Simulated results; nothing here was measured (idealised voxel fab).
process module | voxel capacitor over wiring
cross-section cut | 235 nm wide | cells 5 nm
A cross-section is a grid of square cells, given in bands from the top down. A band is one or more rows of cells.
Each band's line starts with the height of the band's top and of its bottom, in nm. Then come its materials from left to right, each with its width in nm. One material with "throughout" fills the band from edge to edge. "air" is empty space.
Height 0 is the level under which the wafer as received is all one material. The lowest band goes on downwards, as in "0 down".
A width such as "30 to 40" changes by the same amount from each row of cells to the next, from the band's top row to its bottom row.
"no change" after a step means that no cell of the cross-section changed.
closed voids: empty space of 8 cells or more with no open way to the top, each as width x height at its distance from the left edge, in nm
after a step's settings: what the simulator itself notes on the step
overlay nm, on a step with a mask: how far to the right of its planned place the mask lay; to the left if negative
plan
1 op RECEIVE | material Si
2 op CONFORMAL_DEP | material SiO2 | thk nm 15
3 op DIRECTIONAL_DEP | material TiN | thk nm 5
4 op DIRECTIONAL_DEP | material W | thk nm 20
5 op MASKED_ETCH | tone cover | mask id METAL_1 | width nm 25 | pitch nm 95 | etch materials W | depth nm 20 | overlay nm 0
6 op MASKED_ETCH | tone cover | mask id METAL_1 | width nm 25 | pitch nm 95 | etch materials TiN | depth nm 5 | overlay nm 0
7 op CONFORMAL_DEP | material SiN | thk nm 5
8 op FILL_DEP | material lowk | thk nm 5
9 op CMP | height nm 40
10 op CONFORMAL_DEP | material SiCN | thk nm 5
11 op DIRECTIONAL_DEP | material SiO2 | thk nm 20
12 op MASKED_ETCH | tone open | mask id PLUG_1 | width nm 15 | etch materials SiO2 | depth nm 20 | overlay nm 0
13 op MASKED_ETCH | tone open | mask id PLUG_1 | width nm 15 | etch materials SiCN | depth nm 5 | overlay nm 0
14 op EPI | material Ru | thk nm 10
15 op EPI | material Ru | thk nm 10
16 op EPI | material Ru | thk nm 5
17 op DIRECTIONAL_DEP | material TiN | thk nm 10
18 op DIRECTIONAL_DEP | material Al2O3 | thk nm 5
19 op DIRECTIONAL_DEP | material TiN | thk nm 10
20 op DIRECTIONAL_DEP | material aC | thk nm 15
21 op PATTERN | tone cover | mask id UPPER_PLATE | material resist | width nm 75 | thk nm 35 | overlay nm 0
22 op DIRECTIONAL_ETCH | etch materials aC | depth nm 15
23 op STRIP | etch materials resist
24 op DIRECTIONAL_ETCH | etch materials TiN | depth nm 10
25 op DIRECTIONAL_ETCH | etch materials Al2O3 | depth nm 5
26 op STRIP | etch materials aC
27 op MASKED_ETCH | tone cover | mask id LOWER_PLATE | width nm 85 | etch materials TiN | depth nm 10 | overlay nm 0
28 op FILL_DEP | material SiO2 | thk nm 15
29 op CMP | height nm 100
30 op DIRECTIONAL_DEP | material aC | thk nm 10
31 op PATTERN | tone open | mask id PLUG_2 | material resist | width nm 15 | thk nm 25 | overlay nm 0
32 op DIRECTIONAL_ETCH | etch materials aC | depth nm 10
33 op STRIP | etch materials resist
34 op DIRECTIONAL_ETCH | etch materials SiO2 | depth nm 10
35 op STRIP | etch materials aC
36 op CONFORMAL_DEP | material TiN | thk nm 5
37 op FILL_DEP | material Ru | thk nm 10
38 op CMP | height nm 100
39 op CONFORMAL_DEP | material SiN | thk nm 5
as received, after step 1
  0 down: Si throughout
  closed voids: none
a wafer at the end: this start, this plan, one mistake
  105 to 100: SiN throughout
  100 to 95: SiO2 75 | TiN 5 | Ru 5 | TiN 5 | SiO2 145
  95 to 90: SiO2 75 | TiN 15 | SiO2 145
  90 to 80: SiO2 65 | TiN 75 | SiO2 95
  80 to 75: SiO2 65 | Al2O3 75 | SiO2 95
  75 to 65: SiO2 60 | TiN 85 | SiO2 90
  65 to 45: SiO2 65 | Ru 15 | SiO2 155
  45 to 40: SiCN 65 | Ru 15 | SiCN 155
  40 to 20: lowk 45 | SiN 5 | W 35 | SiN 5 | lowk 50 | SiN 5 | W 35 | SiN 5 | lowk 50
  20 to 15: SiN 50 | TiN 35 | SiN 60 | TiN 35 | SiN 55
  15 to 0: SiO2 throughout
  0 down: Si throughout
  closed voids: none
what went wrong: step 5 ran as: op MASKED_ETCH | tone cover | mask id METAL_1 | width nm 35 | pitch nm 95 | etch materials W | depth nm 20 | overlay nm 0
